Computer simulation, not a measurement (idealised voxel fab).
Herein follows the process module entitled voxel capacitor over wiring.
For reference, the cross-section in this document is cut, with width 200 nm and square cells of 5 nm.
Notation: cross-section as square-cell grid; stated in bands, top first, going down; one or more cell rows per band.
Per band: top height and bottom height in nm, followed by the left-to-right materials and their widths in nm; "throughout" marks a single material spanning edge to edge, "air" marks empty space.
Measure heights from 0. That's the level where, below it, the as-received wafer is all one material. The lowest band is bottomless and extends downward; write it as in "z 0 and below".
Per-row width for "30 to 40": begins at first number (top row of band), ends at second number (bottom row), increment between rows held constant.
"no alteration" (step): cross-section cells unchanged, all of them.
The entry titled "Closed voids list" provides the empty spaces that have no open way to the top, restricted to those of 8 cells or more. Each is presented as width x height at distance, the distance being measured from the left edge, with all three in nm.
Heads up: the bit after the settings on a step's line is the simulator's remark on that step.
If you see "overlay nm" on a step's line and that step has a mask, it's telling you how far right of where it was planned the mask ended up; a negative number means it went left instead.
Reading guide: pairs of cross-sections, before and after one process step; after view cut off at lowest changed band; step and settings listed under each pair. Pairs may stem from different runs of this module on the same starting wafer; continuity with the pair above only where the "Pre-process state" entry states it.

**Pre-process state**
  z 105 to 95 = air: 55 | aC: 65 | air: 80
  z 95 to 75 = TiN throughout
  z 75 to 70 = HfO2 throughout
  z 70 to 50 = lowk: 55 | Ru: 15 | lowk: 130
  z 50 to 45 = SiCN: 55 | Ru: 15 | SiCN: 130
  z 45 to 20 = SiO2: 45 | Ru: 25 | SiO2: 60 | Ru: 25 | SiO2: 45
  z 20 to 15 = SiO2: 45 | TiN: 25 | SiO2: 60 | TiN: 25 | SiO2: 45
  z 15 to 0 = SiO2 throughout
  z 0 and below = Si throughout
  Closed voids list: none

**After the Step**
  z 105 to 95 = air: 55 | aC: 65 | air: 80
  z 95 to 85 = air: 55 | TiN: 65 | air: 80
  Under 85: no change, same as before.
  Closed voids list: none
So what happens between those two cross-sections up there? DIRECTIONAL_ETCH,etch materials TiN,depth nm 10

Pre-process state: Reference is made to the cross-section shown after the step in the pair directly above, which represents the state prior to this step.

**After the Step**
  z 95 to 85 = air: 55 | TiN: 65 | air: 80
  Under 85: no change, same as before.
  Closed voids list: none
So what happens between those two cross-sections up there? STRIP,etch materials aC

Pre-process state: Reference is made to the cross-section shown after the step in the pair directly above, which represents the state prior to this step.

**After the Step**
  z 110 to 100 = air: 55 | aC: 65 | air: 80
  z 100 to 95 = aC throughout
  z 95 to 85 = aC: 55 | TiN: 65 | aC: 80
  Under 85: no change, same as before.
  Closed voids list: none
So what happens between those two cross-sections up there? DIRECTIONAL_DEP,material aC,thk nm 15

Pre-process state: Reference is made to the cross-section shown after the step in the pair directly above, which represents the state prior to this step.

**After the Step**
  z 145 to 110 = air: 50 | resist: 75 | air: 75
  z 110 to 100 = air: 50 | resist: 5 | aC: 65 | resist: 5 | air: 75
  Under 100: no change, same as before.
  Closed voids list: none
So what happens between those two cross-sections up there? PATTERN,tone cover,mask id LOWER_PLATE,material resist,width nm 75,thk nm 35,overlay nm 0

Pre-process state: Reference is made to the cross-section shown after the step in the pair directly above, which represents the state prior to this step.

**After the Step**
  z 130 to 110 = air: 50 | resist: 75 | air: 75
  z 110 to 100 = air: 50 | resist: 5 | aC: 65 | resist: 5 | air: 75
  z 100 to 95 = air: 50 | aC: 75 | air: 75
  z 95 to 85 = air: 50 | aC: 5 | TiN: 65 | aC: 5 | air: 75
  Under 85: no change, same as before.
  Closed voids list: none
So what happens between those two cross-sections up there? DIRECTIONAL_ETCH,etch materials aC,depth nm 15

Pre-process state: Reference is made to the cross-section shown after the step in the pair directly above, which represents the state prior to this step.

**After the Step**
  z 110 to 100 = air: 55 | aC: 65 | air: 80
  Under 100: no change, same as before.
  Closed voids list: none
So what happens between those two cross-sections up there? STRIP,etch materials resist

Pre-process state: Reference is made to the cross-section shown after the step in the pair directly above, which represents the state prior to this step.

**After the Step**
  z 110 to 100 = air: 55 | aC: 65 | air: 80
  z 100 to 95 = air: 50 | aC: 75 | air: 75
  z 95 to 85 = air: 50 | aC: 5 | TiN: 65 | aC: 5 | air: 75
  z 85 to 75 = air: 50 | TiN: 75 | air: 75
  Under 75: no change, same as before.
  Closed voids list: none
So what happens between those two cross-sections up there? DIRECTIONAL_ETCH,etch materials TiN,depth nm 10

Pre-process state: Reference is made to the cross-section shown after the step in the pair directly above, which represents the state prior to this step.

**After the Step**
  z 95 to 85 = air: 55 | TiN: 65 | air: 80
  Under 85: no change, same as before.
  Closed voids list: none
So what happens between those two cross-sections up there? STRIP,etch materials aC

Pre-process state: Reference is made to the cross-section shown after the step in the pair directly above, which represents the state prior to this step.

**After the Step**
  z 115 to 95 = SiO2 throughout
  z 95 to 85 = SiO2: 55 | TiN: 65 | SiO2: 80
  z 85 to 75 = SiO2: 50 | TiN: 75 | SiO2: 75
  Under 75: no change, same as before.
  Closed voids list: none
So what happens between those two cross-sections up there? FILL_DEP,material SiO2,thk nm 20

Pre-process state: Reference is made to the cross-section shown after the step in the pair directly above, which represents the state prior to this step.

**After the Step**
  z 110 to 95 = SiO2 throughout
  Under 95: no change, same as before.
  Closed voids list: none
So what happens between those two cross-sections up there? CMP,height nm 110

Pre-process state: Reference is made to the cross-section shown after the step in the pair directly above, which represents the state prior to this step.

**After the Step**
  z 125 to 110 = resist: 65 | air: 15 | resist: 120
  Under 110: no change, same as before.
  Closed voids list: none
So what happens between those two cross-sections up there? PATTERN,tone open,mask id PLUG_2,material resist,width nm 15,thk nm 15,overlay nm 0

Pre-process state: Reference is made to the cross-section shown after the step in the pair directly above, which represents the state prior to this step.

**After the Step**
  z 125 to 110 = resist: 65 | air: 15 | resist: 120
  z 110 to 95 = SiO2: 65 | air: 15 | SiO2: 120
  Under 95: no change, same as before.
  Closed voids list: none
So what happens between those two cross-sections up there? DIRECTIONAL_ETCH,etch materials SiO2,depth nm 15

Pre-process state: Reference is made to the cross-section shown after the step in the pair directly above, which represents the state prior to this step.

**After the Step**
  z 110 to 95 = SiO2: 65 | air: 15 | SiO2: 120
  Under 95: no change, same as before.
  Closed voids list: none
So what happens between those two cross-sections up there? STRIP,etch materials resist

Pre-process state: Reference is made to the cross-section shown after the step in the pair directly above, which represents the state prior to this step.

**After the Step**
  z 115 to 110 = TiN: 70 | air: 5 | TiN: 125
  z 110 to 100 = SiO2: 65 | TiN: 5 | air: 5 | TiN: 5 | SiO2: 120
  z 100 to 95 = SiO2: 65 | TiN: 15 | SiO2: 120
  Under 95: no change, same as before.
  Closed voids list: none
So what happens between those two cross-sections up there? CONFORMAL_DEP,material TiN,thk nm 5

Pre-process state: Reference is made to the cross-section shown after the step in the pair directly above, which represents the state prior to this step.

**After the Step**
  z 125 to 115 = Ru throughout
  z 115 to 110 = TiN: 70 | Ru: 5 | TiN: 125
  z 110 to 100 = SiO2: 65 | TiN: 5 | Ru: 5 | TiN: 5 | SiO2: 120
  Under 100: no change, same as before.
  Closed voids list: none
So what happens between those two cross-sections up there? FILL_DEP,material Ru,thk nm 10

Pre-process state: Reference is made to the cross-section shown after the step in the pair directly above, which represents the state prior to this step.

**After the Step**
  z 110 to 100 = SiO2: 65 | TiN: 5 | Ru: 5 | TiN: 5 | SiO2: 120
  Under 100: no change, same as before.
  Closed voids list: none
So what happens between those two cross-sections up there? CMP,height nm 110

Pre-process state: Reference is made to the cross-section shown after the step in the pair directly above, which represents the state prior to this step.

**After the Step**
  z 115 to 110 = SiN throughout
  Under 110: no change, same as before.
  Closed voids list: none
So what happens between those two cross-sections up there? CONFORMAL_DEP,material SiN,thk nm 5

**Pre-process state**
  z 50 to 45 = SiCN throughout
  z 45 to 20 = SiO2: 45 | Ru: 25 | SiO2: 60 | Ru: 25 | SiO2: 45
  z 20 to 15 = SiO2: 45 | TiN: 25 | SiO2: 60 | TiN: 25 | SiO2: 45
  z 15 to 0 = SiO2 throughout
  z 0 and below = Si throughout
  Closed voids list: none

**After the Step**
  z 80 to 50 = lowk throughout
  Under 50: no change, same as before.
  Closed voids list: none
So what happens between those two cross-sections up there? DIRECTIONAL_DEP,material lowk,thk nm 30

Pre-process state: Reference is made to the cross-section shown after the step in the pair directly above, which represents the state prior to this step.

**After the Step**
  z 80 to 60 = lowk: 55 | air: 15 | lowk: 130
  Under 60: no change, same as before.
  Closed voids list: none
So what happens between those two cross-sections up there? MASKED_ETCH,tone open,mask id PLUG_1,width nm 15,etch materials lowk,depth nm 20,overlay nm 0

Pre-process state: Reference is made to the cross-section shown after the step in the pair directly above, which represents the state prior to this step.

**After the Step**
  z 90 to 80 = TiN: 55 | air: 15 | TiN: 130
  z 80 to 70 = lowk: 55 | air: 15 | lowk: 130
  z 70 to 60 = lowk: 55 | TiN: 15 | lowk: 130
  Under 60: no change, same as before.
  Closed voids list: none
So what happens between those two cross-sections up there? DIRECTIONAL_DEP,material TiN,thk nm 10

Pre-process state: Reference is made to the cross-section shown after the step in the pair directly above, which represents the state prior to this step.

**After the Step**
  z 95 to 90 = HfO2: 55 | air: 15 | HfO2: 130
  z 90 to 80 = TiN: 55 | air: 15 | TiN: 130
  z 80 to 75 = lowk: 55 | air: 15 | lowk: 130
  z 75 to 70 = lowk: 55 | HfO2: 15 | lowk: 130
  Under 70: no change, same as before.
  Closed voids list: none
So what happens between those two cross-sections up there? DIRECTIONAL_DEP,material HfO2,thk nm 5

Pre-process state: Reference is made to the cross-section shown after the step in the pair directly above, which represents the state prior to this step.

**After the Step**
  z 105 to 95 = TiN: 55 | air: 15 | TiN: 130
  z 95 to 90 = HfO2: 55 | air: 15 | HfO2: 130
  z 90 to 85 = TiN: 55 | air: 15 | TiN: 130
  z 85 to 80 = TiN throughout
  z 80 to 75 = lowk: 55 | TiN: 15 | lowk: 130
  Under 75: no change, same as before.
  Closed voids list: none
So what happens between those two cross-sections up there? DIRECTIONAL_DEP,material TiN,thk nm 10

Pre-process state: Reference is made to the cross-section shown after the step in the pair directly above, which represents the state prior to this step.

**After the Step**
  z 115 to 105 = aC: 55 | air: 15 | aC: 130
  z 105 to 95 = TiN: 55 | air: 15 | TiN: 130
  z 95 to 90 = HfO2: 55 | aC: 15 | HfO2: 130
  z 90 to 85 = TiN: 55 | aC: 15 | TiN: 130
  Under 85: no change, same as before.
  Closed voids list: none
So what happens between those two cross-sections up there? DIRECTIONAL_DEP,material aC,thk nm 10

Pre-process state: Reference is made to the cross-section shown after the step in the pair directly above, which represents the state prior to this step.

**After the Step**
  z 145 to 115 = air: 55 | resist: 65 | air: 80
  z 115 to 105 = aC: 55 | resist: 15 | aC: 130
  z 105 to 95 = TiN: 55 | resist: 15 | TiN: 130
  Under 95: no change, same as before.
  Closed voids list: none
So what happens between those two cross-sections up there? PATTERN,tone cover,mask id UPPER_PLATE,material resist,width nm 65,thk nm 30,overlay nm 0

Pre-process state: Reference is made to the cross-section shown after the step in the pair directly above, which represents the state prior to this step.

**After the Step**
  z 135 to 115 = air: 55 | resist: 65 | air: 80
  z 115 to 105 = air: 55 | resist: 15 | aC: 50 | air: 80
  Under 105: no change, same as before.
  Closed voids list: none
So what happens between those two cross-sections up there? DIRECTIONAL_ETCH,etch materials aC,depth nm 10

Pre-process state: Reference is made to the cross-section shown after the step in the pair directly above, which represents the state prior to this step.

**After the Step**
  z 115 to 105 = air: 70 | aC: 50 | air: 80
  z 105 to 95 = TiN: 55 | air: 15 | TiN: 130
  Under 95: no change, same as before.
  Closed voids list: none
So what happens between those two cross-sections up there? STRIP,etch materials resist

Pre-process state: Reference is made to the cross-section shown after the step in the pair directly above, which represents the state prior to this step.

**After the Step**
  z 115 to 105 = air: 70 | aC: 50 | air: 80
  z 105 to 95 = air: 70 | TiN: 50 | air: 80
  Under 95: no change, same as before.
  Closed voids list: none
So what happens between those two cross-sections up there? DIRECTIONAL_ETCH,etch materials TiN,depth nm 10

Pre-process state: Reference is made to the cross-section shown after the step in the pair directly above, which represents the state prior to this step.

**After the Step**
  z 115 to 105 = air: 70 | aC: 50 | air: 80
  z 105 to 95 = air: 70 | TiN: 50 | air: 80
  z 95 to 90 = air: 55 | aC: 15 | HfO2: 50 | air: 80
  Under 90: no change, same as before.
  Closed voids list: none
So what happens between those two cross-sections up there? DIRECTIONAL_ETCH,etch materials HfO2,depth nm 5

Pre-process state: Reference is made to the cross-section shown after the step in the pair directly above, which represents the state prior to this step.

**After the Step**
  z 105 to 95 = air: 70 | TiN: 50 | air: 80
  z 95 to 90 = air: 70 | HfO2: 50 | air: 80
  z 90 to 85 = TiN: 55 | air: 15 | TiN: 130
  Under 85: no change, same as before.
  Closed voids list: none
So what happens between those two cross-sections up there? STRIP,etch materials aC

Pre-process state: Reference is made to the cross-section shown after the step in the pair directly above, which represents the state prior to this step.

**After the Step**
  z 120 to 105 = air: 70 | aC: 50 | air: 80
  z 105 to 100 = aC: 55 | air: 15 | TiN: 50 | aC: 80
  z 100 to 95 = aC: 70 | TiN: 50 | aC: 80
  z 95 to 90 = aC: 70 | HfO2: 50 | aC: 80
  z 90 to 85 = TiN: 55 | aC: 15 | TiN: 130
  Under 85: no change, same as before.
  Closed voids list: none
So what happens between those two cross-sections up there? DIRECTIONAL_DEP,material aC,thk nm 15

Pre-process state: Reference is made to the cross-section shown after the step in the pair directly above, which represents the state prior to this step.

**After the Step**
  z 155 to 120 = air: 50 | resist: 75 | air: 75
  z 120 to 105 = air: 50 | resist: 20 | aC: 50 | resist: 5 | air: 75
  z 105 to 100 = aC: 55 | resist: 15 | TiN: 50 | aC: 80
  Under 100: no change, same as before.
  Closed voids list: none
So what happens between those two cross-sections up there? PATTERN,tone cover,mask id LOWER_PLATE,material resist,width nm 75,thk nm 35,overlay nm 0

Pre-process state: Reference is made to the cross-section shown after the step in the pair directly above, which represents the state prior to this step.

**After the Step**
  z 140 to 120 = air: 50 | resist: 75 | air: 75
  z 120 to 105 = air: 50 | resist: 20 | aC: 50 | resist: 5 | air: 75
  z 105 to 100 = air: 50 | aC: 5 | resist: 15 | TiN: 50 | aC: 5 | air: 75
  z 100 to 95 = air: 50 | aC: 20 | TiN: 50 | aC: 5 | air: 75
  z 95 to 90 = air: 50 | aC: 20 | HfO2: 50 | aC: 5 | air: 75
  Under 90: no change, same as before.
  Closed voids list: none
So what happens between those two cross-sections up there? DIRECTIONAL_ETCH,etch materials aC,depth nm 15

Pre-process state: Reference is made to the cross-section shown after the step in the pair directly above, which represents the state prior to this step.

**After the Step**
  z 120 to 105 = air: 70 | aC: 50 | air: 80
  z 105 to 100 = air: 50 | aC: 5 | air: 15 | TiN: 50 | aC: 5 | air: 75
  Under 100: no change, same as before.
  Closed voids list: none
So what happens between those two cross-sections up there? STRIP,etch materials resist

Pre-process state: Reference is made to the cross-section shown after the step in the pair directly above, which represents the state prior to this step.

**After the Step**
  z 120 to 105 = air: 70 | aC: 50 | air: 80
  z 105 to 100 = air: 50 | aC: 5 | air: 15 | TiN: 50 | aC: 5 | air: 75
  z 100 to 95 = air: 50 | aC: 20 | TiN: 50 | aC: 5 | air: 75
  z 95 to 90 = air: 50 | aC: 20 | HfO2: 50 | aC: 5 | air: 75
  z 90 to 85 = air: 50 | TiN: 5 | aC: 15 | TiN: 55 | air: 75
  z 85 to 80 = air: 50 | TiN: 75 | air: 75
  Under 80: no change, same as before.
  Closed voids list: none
So what happens between those two cross-sections up there? DIRECTIONAL_ETCH,etch materials TiN,depth nm 10

Pre-process state: Reference is made to the cross-section shown after the step in the pair directly above, which represents the state prior to this step.

**After the Step**
  z 105 to 95 = air: 70 | TiN: 50 | air: 80
  z 95 to 90 = air: 70 | HfO2: 50 | air: 80
  z 90 to 85 = air: 50 | TiN: 5 | air: 15 | TiN: 55 | air: 75
  Under 85: no change, same as before.
  Closed voids list: none
So what happens between those two cross-sections up there? STRIP,etch materials aC

Pre-process state: Reference is made to the cross-section shown after the step in the pair directly above, which represents the state prior to this step.

**After the Step**
  z 125 to 105 = SiO2 throughout
  z 105 to 95 = SiO2: 70 | TiN: 50 | SiO2: 80
  z 95 to 90 = SiO2: 70 | HfO2: 50 | SiO2: 80
  z 90 to 85 = SiO2: 50 | TiN: 5 | SiO2: 15 | TiN: 55 | SiO2: 75
  z 85 to 80 = SiO2: 50 | TiN: 75 | SiO2: 75
  Under 80: no change, same as before.
  Closed voids list: none
So what happens between those two cross-sections up there? FILL_DEP,material SiO2,thk nm 20

Pre-process state: Reference is made to the cross-section shown after the step in the pair directly above, which represents the state prior to this step.

**After the Step**
  z 110 to 105 = SiO2 throughout
  Under 105: no change, same as before.
  Closed voids list: none
So what happens between those two cross-sections up there? CMP,height nm 110

Pre-process state: Reference is made to the cross-section shown after the step in the pair directly above, which represents the state prior to this step.

**After the Step**
  z 125 to 110 = resist: 65 | air: 15 | resist: 120
  Under 110: no change, same as before.
  Closed voids list: none
So what happens between those two cross-sections up there? PATTERN,tone open,mask id PLUG_2,material resist,width nm 15,thk nm 15,overlay nm 0

Pre-process state: Reference is made to the cross-section shown after the step in the pair directly above, which represents the state prior to this step.

**After the Step**
  z 125 to 110 = resist: 65 | air: 15 | resist: 120
  z 110 to 105 = SiO2: 65 | air: 15 | SiO2: 120
  z 105 to 95 = SiO2: 65 | air: 5 | TiN: 50 | SiO2: 80
  Under 95: no change, same as before.
  Closed voids list: none
So what happens between those two cross-sections up there? DIRECTIONAL_ETCH,etch materials SiO2,depth nm 15

Pre-process state: Reference is made to the cross-section shown after the step in the pair directly above, which represents the state prior to this step.

**After the Step**
  z 110 to 105 = SiO2: 65 | air: 15 | SiO2: 120
  Under 105: no change, same as before.
  Closed voids list: none
So what happens between those two cross-sections up there? STRIP,etch materials resist

Pre-process state: Reference is made to the cross-section shown after the step in the pair directly above, which represents the state prior to this step.

**After the Step**
  z 115 to 110 = TiN: 70 | air: 5 | TiN: 125
  z 110 to 105 = SiO2: 65 | TiN: 15 | SiO2: 120
  z 105 to 95 = SiO2: 65 | TiN: 55 | SiO2: 80
  Under 95: no change, same as before.
  Closed voids list: none
So what happens between those two cross-sections up there? CONFORMAL_DEP,material TiN,thk nm 5

Pre-process state: Reference is made to the cross-section shown after the step in the pair directly above, which represents the state prior to this step.

**After the Step**
  z 125 to 115 = Ru throughout
  z 115 to 110 = TiN: 70 | Ru: 5 | TiN: 125
  Under 110: no change, same as before.
  Closed voids list: none
So what happens between those two cross-sections up there? FILL_DEP,material Ru,thk nm 10

Pre-process state: Reference is made to the cross-section shown after the step in the pair directly above, which represents the state prior to this step.

**After the Step**
  z 110 to 105 = SiO2: 65 | TiN: 15 | SiO2: 120
  Under 105: no change, same as before.
  Closed voids list: none
So what happens between those two cross-sections up there? CMP,height nm 110

Pre-process state: Reference is made to the cross-section shown after the step in the pair directly above, which represents the state prior to this step.

**After the Step**
  z 115 to 110 = SiN throughout
  Under 110: no change, same as before.
  Closed voids list: none
So what happens between those two cross-sections up there? CONFORMAL_DEP,material SiN,thk nm 5

**Pre-process state**
  z 70 to 50 = lowk throughout
  z 50 to 45 = SiCN throughout
  z 45 to 20 = SiO2: 45 | Ru: 25 | SiO2: 60 | Ru: 25 | SiO2: 45
  z 20 to 15 = SiO2: 45 | TiN: 25 | SiO2: 60 | TiN: 25 | SiO2: 45
  z 15 to 0 = SiO2 throughout
  z 0 and below = Si throughout
  Closed voids list: none

**After the Step**
  z 70 to 50 = lowk: 50 | air: 25 | lowk: 125
  Under 50: no change, same as before.
  Closed voids list: none
So what happens between those two cross-sections up there? MASKED_ETCH,tone open,mask id PLUG_1,width nm 25,etch materials lowk,depth nm 20,overlay nm 0

Pre-process state: Reference is made to the cross-section shown after the step in the pair directly above, which represents the state prior to this step.

**After the Step**
  z 70 to 50 = lowk: 50 | air: 25 | lowk: 125
  z 50 to 45 = SiCN: 55 | air: 15 | SiCN: 130
  Under 45: no change, same as before.
  Closed voids list: none
So what happens between those two cross-sections up there? MASKED_ETCH,tone open,mask id PLUG_1,width nm 15,etch materials SiCN,depth nm 5,overlay nm 0

Pre-process state: Reference is made to the cross-section shown after the step in the pair directly above, which represents the state prior to this step.

**After the Step**
  z 70 to 55 = lowk: 50 | air: 25 | lowk: 125
  z 55 to 50 = lowk: 50 | Ru: 25 | lowk: 125
  z 50 to 45 = SiCN: 55 | Ru: 15 | SiCN: 130
  Under 45: no change, same as before.
  Closed voids list: none
So what happens between those two cross-sections up there? EPI,material Ru,thk nm 10

Pre-process state: Reference is made to the cross-section shown after the step in the pair directly above, which represents the state prior to this step.

**After the Step**
  z 70 to 65 = lowk: 50 | air: 25 | lowk: 125
  z 65 to 50 = lowk: 50 | Ru: 25 | lowk: 125
  Under 50: no change, same as before.
  Closed voids list: none
So what happens between those two cross-sections up there? EPI,material Ru,thk nm 10

Pre-process state: Reference is made to the cross-section shown after the step in the pair directly above, which represents the state prior to this step.

**After the Step**
  z 70 to 50 = lowk: 50 | Ru: 25 | lowk: 125
  Under 50: no change, same as before.
  Closed voids list: none
So what happens between those two cross-sections up there? EPI,material Ru,thk nm 5

Pre-process state: Reference is made to the cross-section shown after the step in the pair directly above, which represents the state prior to this step.

**After the Step**
  z 80 to 70 = TiN throughout
  Under 70: no change, same as before.
  Closed voids list: none
So what happens between those two cross-sections up there? DIRECTIONAL_DEP,material TiN,thk nm 10

Pre-process state: Reference is made to the cross-section shown after the step in the pair directly above, which represents the state prior to this step.

**After the Step**
  z 85 to 80 = HfO2 throughout
  Under 80: no change, same as before.
  Closed voids list: none
So what happens between those two cross-sections up there? DIRECTIONAL_DEP,material HfO2,thk nm 5

Pre-process state: Reference is made to the cross-section shown after the step in the pair directly above, which represents the state prior to this step.

**After the Step**
  z 95 to 85 = TiN throughout
  Under 85: no change, same as before.
  Closed voids list: none
So what happens between those two cross-sections up there? DIRECTIONAL_DEP,material TiN,thk nm 10

Pre-process state: Reference is made to the cross-section shown after the step in the pair directly above, which represents the state prior to this step.

**After the Step**
  z 105 to 95 = aC throughout
  Under 95: no change, same as before.
  Closed voids list: none
So what happens between those two cross-sections up there? DIRECTIONAL_DEP,material aC,thk nm 10

Pre-process state: Reference is made to the cross-section shown after the step in the pair directly above, which represents the state prior to this step.

**After the Step**
  z 135 to 105 = air: 55 | resist: 65 | air: 80
  Under 105: no change, same as before.
  Closed voids list: none
So what happens between those two cross-sections up there? PATTERN,tone cover,mask id UPPER_PLATE,material resist,width nm 65,thk nm 30,overlay nm 0

Pre-process state: Reference is made to the cross-section shown after the step in the pair directly above, which represents the state prior to this step.

**After the Step**
  z 125 to 105 = air: 55 | resist: 65 | air: 80
  z 105 to 95 = air: 55 | aC: 65 | air: 80
  Under 95: no change, same as before.
  Closed voids list: none
So what happens between those two cross-sections up there? DIRECTIONAL_ETCH,etch materials aC,depth nm 10

Pre-process state: Reference is made to the cross-section shown after the step in the pair directly above, which represents the state prior to this step.

**After the Step**
  z 105 to 95 = air: 55 | aC: 65 | air: 80
  Under 95: no change, same as before.
  Closed voids list: none
So what happens between those two cross-sections up there? STRIP,etch materials resist

Pre-process state: Reference is made to the cross-section shown after the step in the pair directly above, which represents the state prior to this step.

**After the Step**
  z 105 to 95 = air: 55 | aC: 65 | air: 80
  z 95 to 85 = air: 55 | TiN: 65 | air: 80
  Under 85: no change, same as before.
  Closed voids list: none
So what happens between those two cross-sections up there? DIRECTIONAL_ETCH,etch materials TiN,depth nm 10

Pre-process state: Reference is made to the cross-section shown after the step in the pair directly above, which represents the state prior to this step.

**After the Step**
  z 105 to 95 = air: 55 | aC: 65 | air: 80
  z 95 to 85 = air: 55 | TiN: 65 | air: 80
  z 85 to 80 = air: 55 | HfO2: 65 | air: 80
  Under 80: no change, same as before.
  Closed voids list: none
So what happens between those two cross-sections up there? DIRECTIONAL_ETCH,etch materials HfO2,depth nm 5

Pre-process state: Reference is made to the cross-section shown after the step in the pair directly above, which represents the state prior to this step.

**After the Step**
  z 95 to 85 = air: 55 | TiN: 65 | air: 80
  Under 85: no change, same as before.
  Closed voids list: none
So what happens between those two cross-sections up there? STRIP,etch materials aC

Pre-process state: Reference is made to the cross-section shown after the step in the pair directly above, which represents the state prior to this step.

**After the Step**
  z 110 to 95 = air: 55 | aC: 65 | air: 80
  z 95 to 85 = aC: 55 | TiN: 65 | aC: 80
  z 85 to 80 = aC: 55 | HfO2: 65 | aC: 80
  Under 80: no change, same as before.
  Closed voids list: none
So what happens between those two cross-sections up there? DIRECTIONAL_DEP,material aC,thk nm 15

Pre-process state: Reference is made to the cross-section shown after the step in the pair directly above, which represents the state prior to this step.

**After the Step**
  z 145 to 110 = air: 50 | resist: 75 | air: 75
  z 110 to 95 = air: 50 | resist: 5 | aC: 65 | resist: 5 | air: 75
  Under 95: no change, same as before.
  Closed voids list: none
So what happens between those two cross-sections up there? PATTERN,tone cover,mask id LOWER_PLATE,material resist,width nm 75,thk nm 35,overlay nm 0

Pre-process state: Reference is made to the cross-section shown after the step in the pair directly above, which represents the state prior to this step.

**After the Step**
  z 130 to 110 = air: 50 | resist: 75 | air: 75
  z 110 to 95 = air: 50 | resist: 5 | aC: 65 | resist: 5 | air: 75
  z 95 to 85 = air: 50 | aC: 5 | TiN: 65 | aC: 5 | air: 75
  z 85 to 80 = air: 50 | aC: 5 | HfO2: 65 | aC: 5 | air: 75
  Under 80: no change, same as before.
  Closed voids list: none
So what happens between those two cross-sections up there? DIRECTIONAL_ETCH,etch materials aC,depth nm 15

Pre-process state: Reference is made to the cross-section shown after the step in the pair directly above, which represents the state prior to this step.

**After the Step**
  z 110 to 95 = air: 55 | aC: 65 | air: 80
  Under 95: no change, same as before.
  Closed voids list: none
So what happens between those two cross-sections up there? STRIP,etch materials resist

Pre-process state: Reference is made to the cross-section shown after the step in the pair directly above, which represents the state prior to this step.

**After the Step**
  z 110 to 95 = air: 55 | aC: 65 | air: 80
  z 95 to 85 = air: 50 | aC: 5 | TiN: 65 | aC: 5 | air: 75
  z 85 to 80 = air: 50 | aC: 5 | HfO2: 65 | aC: 5 | air: 75
  z 80 to 70 = air: 50 | TiN: 75 | air: 75
  Under 70: no change, same as before.
  Closed voids list: none
So what happens between those two cross-sections up there? DIRECTIONAL_ETCH,etch materials TiN,depth nm 10

Pre-process state: Reference is made to the cross-section shown after the step in the pair directly above, which represents the state prior to this step.

**After the Step**
  z 95 to 85 = air: 55 | TiN: 65 | air: 80
  z 85 to 80 = air: 55 | HfO2: 65 | air: 80
  Under 80: no change, same as before.
  Closed voids list: none
So what happens between those two cross-sections up there? STRIP,etch materials aC

Pre-process state: Reference is made to the cross-section shown after the step in the pair directly above, which represents the state prior to this step.

**After the Step**
  z 115 to 95 = SiO2 throughout
  z 95 to 85 = SiO2: 55 | TiN: 65 | SiO2: 80
  z 85 to 80 = SiO2: 55 | HfO2: 65 | SiO2: 80
  z 80 to 70 = SiO2: 50 | TiN: 75 | SiO2: 75
  Under 70: no change, same as before.
  Closed voids list: none
So what happens between those two cross-sections up there? FILL_DEP,material SiO2,thk nm 20

Pre-process state: Reference is made to the cross-section shown after the step in the pair directly above, which represents the state prior to this step.

**After the Step**
  z 110 to 95 = SiO2 throughout
  Under 95: no change, same as before.
  Closed voids list: none
So what happens between those two cross-sections up there? CMP,height nm 110

Pre-process state: Reference is made to the cross-section shown after the step in the pair directly above, which represents the state prior to this step.

**After the Step**
  z 125 to 110 = resist: 65 | air: 15 | resist: 120
  Under 110: no change, same as before.
  Closed voids list: none
So what happens between those two cross-sections up there? PATTERN,tone open,mask id PLUG_2,material resist,width nm 15,thk nm 15,overlay nm 0

Pre-process state: Reference is made to the cross-section shown after the step in the pair directly above, which represents the state prior to this step.

**After the Step**
  z 125 to 110 = resist: 65 | air: 15 | resist: 120
  z 110 to 95 = SiO2: 65 | air: 15 | SiO2: 120
  Under 95: no change, same as before.
  Closed voids list: none
So what happens between those two cross-sections up there? DIRECTIONAL_ETCH,etch materials SiO2,depth nm 15

Pre-process state: Reference is made to the cross-section shown after the step in the pair directly above, which represents the state prior to this step.

**After the Step**
  z 110 to 95 = SiO2: 65 | air: 15 | SiO2: 120
  Under 95: no change, same as before.
  Closed voids list: none
So what happens between those two cross-sections up there? STRIP,etch materials resist

Pre-process state: Reference is made to the cross-section shown after the step in the pair directly above, which represents the state prior to this step.

**After the Step**
  z 115 to 110 = TiN: 70 | air: 5 | TiN: 125
  z 110 to 100 = SiO2: 65 | TiN: 5 | air: 5 | TiN: 5 | SiO2: 120
  z 100 to 95 = SiO2: 65 | TiN: 15 | SiO2: 120
  Under 95: no change, same as before.
  Closed voids list: none
So what happens between those two cross-sections up there? CONFORMAL_DEP,material TiN,thk nm 5

Pre-process state: Reference is made to the cross-section shown after the step in the pair directly above, which represents the state prior to this step.

**After the Step**
  z 125 to 115 = Ru throughout
  z 115 to 110 = TiN: 70 | Ru: 5 | TiN: 125
  z 110 to 100 = SiO2: 65 | TiN: 5 | Ru: 5 | TiN: 5 | SiO2: 120
  Under 100: no change, same as before.
  Closed voids list: none
So what happens between those two cross-sections up there? FILL_DEP,material Ru,thk nm 10

Pre-process state: Reference is made to the cross-section shown after the step in the pair directly above, which represents the state prior to this step.

**After the Step**
  z 110 to 100 = SiO2: 65 | TiN: 5 | Ru: 5 | TiN: 5 | SiO2: 120
  Under 100: no change, same as before.
  Closed voids list: none
So what happens between those two cross-sections up there? CMP,height nm 110

Pre-process state: Reference is made to the cross-section shown after the step in the pair directly above, which represents the state prior to this step.

**After the Step**
  z 115 to 110 = SiN throughout
  Under 110: no change, same as before.
  Closed voids list: none
So what happens between those two cross-sections up there? CONFORMAL_DEP,material SiN,thk nm 5
